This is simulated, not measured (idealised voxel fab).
process module | voxel self aligned vias
cross-section cut | 210 nm wide | cells 5 nm
A cross-section is a grid of square cells, given in bands from the top down. A band is one or more rows of cells.
Each band's line starts with the height of the band's top and of its bottom, in nm. Then come its materials from left to right, each with its width in nm. One material with "throughout" fills the band from edge to edge. "air" is empty space.
Height 0 is the level under which the wafer as received is all one material. The lowest band goes on downwards, as in "0 down".
A width such as "30 to 40" changes by the same amount from each row of cells to the next, from the band's top row to its bottom row.
"no change" after a step means that no cell of the cross-section changed.
closed voids: empty space of 8 cells or more with no open way to the top, each as width x height at its distance from the left edge, in nm
after a step's settings: what the simulator itself notes on the step
overlay nm, on a step with a mask: how far to the right of its planned place the mask lay; to the left if negative
plan
1 op RECEIVE | material Si
2 op CONFORMAL_DEP | material SiO2 | thk nm 10
3 op CONFORMAL_DEP | material SiCN | thk nm 5
4 op DIRECTIONAL_DEP | material lowk | thk nm 25
5 op MASKED_ETCH | tone open | mask id LINES | width nm 30 | pitch nm 60 | etch materials lowk | depth nm 25 | overlay nm 0
6 op CONFORMAL_DEP | material TiN | thk nm 5
7 op FILL_DEP | material W | thk nm 10
8 op CMP | height nm 40
9 op SELECTIVE_ETCH | etch materials W Ru TiN | depth nm 10
10 op FILL_DEP | material SiN | thk nm 10
11 op CMP | height nm 40
12 op DIRECTIONAL_DEP | material lowk | thk nm 20
13 op MASKED_ETCH | tone open | mask id VIAS | width nm 40 | pitch nm 60 | etch materials lowk | depth nm 20 | overlay nm 0
14 op MASKED_ETCH | tone open | mask id VIAS | width nm 40 | pitch nm 60 | etch materials SiN | depth nm 10 | overlay nm 0
15 op CONFORMAL_DEP | material TiN | thk nm 5
16 op FILL_DEP | material Ru | thk nm 5
17 op CMP | height nm 60
18 op CONFORMAL_DEP | material SiN | thk nm 5
varied across the wafers: thk nm of step 3. The plan shows the first wafer's value. All wafers start alike
first wafer as received, after step 1
  0 down: Si throughout
  closed voids: none
each wafer at the end: cells of each material gained (+) or lost (-) since it was received, then its closed voids
thk nm 5 | +78 Ru | +42 SiCN | +42 SiN | +84 SiO2 | +84 TiN | +24 W | +192 lowk | closed voids: none
thk nm 10 | +78 Ru | +84 SiCN | +42 SiN | +84 SiO2 | +78 TiN | +12 W | +168 lowk | closed voids: none
thk nm 15 | +78 Ru | +126 SiCN | +42 SiN | +84 SiO2 | +72 TiN | +144 lowk | closed voids: none
thk nm 20 | +78 Ru | +168 SiCN | +42 SiN | +84 SiO2 | +54 TiN | +120 lowk | closed voids: none
